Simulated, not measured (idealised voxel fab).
A process module follows: voxel spacer lines.
The figure presents cross-section cut, which has a width of 205 nm and is divided into square cells with an edge length of 5 nm.
Heads up, the way a cross-section reads in here is a grid of square cells, handed over as bands from the top down, with every band being one or more rows of cells.
Each band's line starts with the height of the band's top and of its bottom, in nm. Then come its materials from left to right, each with its width in nm. One material with "everywhere" fills the band from edge to edge. "empty" is empty space.
Height is counted from the level 0, under which the received wafer is composed throughout of one material. The lowest of the bands is not closed at the bottom but continues downward, in the notation "0 down".
It should be noted that a width expressed as "30..40" varies in equal increments from row to row of cells within the band, taking the value of the first number at the top row and that of the second number at the bottom row.
Reading "no change" for a step: not a cell of the cross-section changed in it.
Empty spaces without an open route to the top, at least 8 cells in extent, make up the entry "Voids, enclosed"; each is given as width x height at distance, where the distance is measured from the left edge, and all are in nm.
Anything after a step's settings on that line? It's the simulator's own note about the step.
The "overlay nm" setting may appear on a step's line; for a step that uses a mask, it gives how far to the right of its planned position the mask lay, and a negative value indicates the left.
-- The steps planned for the process are as follows
1) RECEIVE (material Si)
2) CONFORMAL_DEP (material Al2O3; thk nm 10)
3) DIRECTIONAL_DEP (material polySi; thk nm 20)
4) DIRECTIONAL_DEP (material aC; thk nm 25)
5) PATTERN (tone cover; mask id MANDREL; material resist; width nm 15; pitch nm 60; thk nm 35; overlay nm 0)
6) DIRECTIONAL_ETCH (etch materials aC; depth nm 25)
7) STRIP (etch materials resist)
8) CONFORMAL_DEP (material SiN; thk nm 15)
9) DIRECTIONAL_ETCH (etch materials SiN; depth nm 15)
10) STRIP (etch materials aC)
11) DIRECTIONAL_ETCH (etch materials polySi; depth nm 20)
12) STRIP (etch materials SiN)
13) FILL_DEP (material SiO2; thk nm 10)
14) CMP (height nm 30)
-- First of two wafers: run as planned
-- Here's what the wafer looked like in cross-section when it arrived - that's after step 1
> 0 down: Si everywhere
> Voids, enclosed: none
-- Wafer section view after processing step 2
> 10 to 0: Al2O3 everywhere
> Lower than 0, everything is as it was.
-- Wafer section view after processing step 3
> 30 to 10: polySi everywhere
> Lower than 10, everything is as it was.
-- Wafer section view after processing step 4
> 55 to 30: aC everywhere
> Lower than 30, everything is as it was.
-- Wafer section view after processing step 5
> 90 to 55: 65 of empty; 15 of resist; 45 of empty; 15 of resist; 65 of empty
> Lower than 55, everything is as it was.
-- Wafer section view after processing step 6
> 65 to 55: 65 of empty; 15 of resist; 45 of empty; 15 of resist; 65 of empty
> 55 to 30: 65 of empty; 15 of aC; 45 of empty; 15 of aC; 65 of empty
> Lower than 30, everything is as it was.
-- Wafer section view after processing step 7
> 55 to 30: 65 of empty; 15 of aC; 45 of empty; 15 of aC; 65 of empty
> Lower than 30, everything is as it was.
-- Wafer section view after processing step 8
> 70 to 55: 50 of empty; 45 of SiN; 15 of empty; 45 of SiN; 50 of empty
> 55 to 45: 50 of empty; 15 of SiN; 15 of aC; 15 of SiN; 15 of empty; 15 of SiN; 15 of aC; 15 of SiN; 50 of empty
> 45 to 30: 65 of SiN; 15 of aC; 45 of SiN; 15 of aC; 65 of SiN
> Lower than 30, everything is as it was.
-- Wafer section view after processing step 9
> 55 to 30: 50 of empty; 15 of SiN; 15 of aC; 15 of SiN; 15 of empty; 15 of SiN; 15 of aC; 15 of SiN; 50 of empty
> Lower than 30, everything is as it was.
-- Wafer section view after processing step 10
> 55 to 30: 50 of empty; 15 of SiN; 15 of empty; 15 of SiN; 15 of empty; 15 of SiN; 15 of empty; 15 of SiN; 50 of empty
> Lower than 30, everything is as it was.
-- Wafer section view after processing step 11
> 55 to 30: 50 of empty; 15 of SiN; 15 of empty; 15 of SiN; 15 of empty; 15 of SiN; 15 of empty; 15 of SiN; 50 of empty
> 30 to 10: 50 of empty; 15 of polySi; 15 of empty; 15 of polySi; 15 of empty; 15 of polySi; 15 of empty; 15 of polySi; 50 of empty
> Lower than 10, everything is as it was.
-- Wafer section view after processing step 12
> 30 to 10: 50 of empty; 15 of polySi; 15 of empty; 15 of polySi; 15 of empty; 15 of polySi; 15 of empty; 15 of polySi; 50 of empty
> Lower than 10, everything is as it was.
-- Wafer section view after processing step 13
> 40 to 30: SiO2 everywhere
> 30 to 10: 50 of SiO2; 15 of polySi; 15 of SiO2; 15 of polySi; 15 of SiO2; 15 of polySi; 15 of SiO2; 15 of polySi; 50 of SiO2
> Lower than 10, everything is as it was.
-- Wafer section view after processing step 14
> 30 to 10: 50 of SiO2; 15 of polySi; 15 of SiO2; 15 of polySi; 15 of SiO2; 15 of polySi; 15 of SiO2; 15 of polySi; 50 of SiO2
> Lower than 10, everything is as it was.
-- Regarding the second of the two wafers: it shared the first wafer's starting condition and process plan, yet one error occurred during its execution. Its history coincides with that of the first wafer up to and including step 7
-- Second wafer cross-section, taken as of the time the plan sets for step 8 to be done
> 60 to 55: 60 of empty; 25 of SiN; 35 of empty; 25 of SiN; 60 of empty
> 55 to 35: 60 of empty; 5 of SiN; 15 of aC; 5 of SiN; 35 of empty; 5 of SiN; 15 of aC; 5 of SiN; 60 of empty
> 35 to 30: 65 of SiN; 15 of aC; 45 of SiN; 15 of aC; 65 of SiN
> Lower than 30, everything is as it was.
-- Second wafer cross-section, taken as of the time the plan sets for step 9 to be done
> 55 to 45: 65 of empty; 15 of aC; 45 of empty; 15 of aC; 65 of empty
> 45 to 30: 60 of empty; 5 of SiN; 15 of aC; 5 of SiN; 35 of empty; 5 of SiN; 15 of aC; 5 of SiN; 60 of empty
> Lower than 30, everything is as it was.
-- Second wafer cross-section, taken as of the time the plan sets for step 10 to be done
> 45 to 30: 60 of empty; 5 of SiN; 15 of empty; 5 of SiN; 35 of empty; 5 of SiN; 15 of empty; 5 of SiN; 60 of empty
> Lower than 30, everything is as it was.
-- Second wafer cross-section, taken as of the time the plan sets for step 11 to be done
> 45 to 30: 60 of empty; 5 of SiN; 15 of empty; 5 of SiN; 35 of empty; 5 of SiN; 15 of empty; 5 of SiN; 60 of empty
> 30 to 10: 60 of empty; 5 of polySi; 15 of empty; 5 of polySi; 35 of empty; 5 of polySi; 15 of empty; 5 of polySi; 60 of empty
> Lower than 10, everything is as it was.
-- Second wafer cross-section, taken as of the time the plan sets for step 12 to be done
> 30 to 10: 60 of empty; 5 of polySi; 15 of empty; 5 of polySi; 35 of empty; 5 of polySi; 15 of empty; 5 of polySi; 60 of empty
> Lower than 10, everything is as it was.
-- Second wafer cross-section, taken as of the time the plan sets for step 13 to be done
> 40 to 30: SiO2 everywhere
> 30 to 10: 60 of SiO2; 5 of polySi; 15 of SiO2; 5 of polySi; 35 of SiO2; 5 of polySi; 15 of SiO2; 5 of polySi; 60 of SiO2
> Lower than 10, everything is as it was.
-- Second wafer cross-section, taken as of the time the plan sets for step 14 to be done
> 30 to 10: 60 of SiO2; 5 of polySi; 15 of SiO2; 5 of polySi; 35 of SiO2; 5 of polySi; 15 of SiO2; 5 of polySi; 60 of SiO2
> Lower than 10, everything is as it was.
The mistake made against the process plan was this: planned and actual differ for step 8; actual: CONFORMAL_DEP (material SiN; thk nm 5)
Final wafer comparison in cells, second versus first, more or fewer per material: 32 more of SiO2 | 32 fewer of polySi
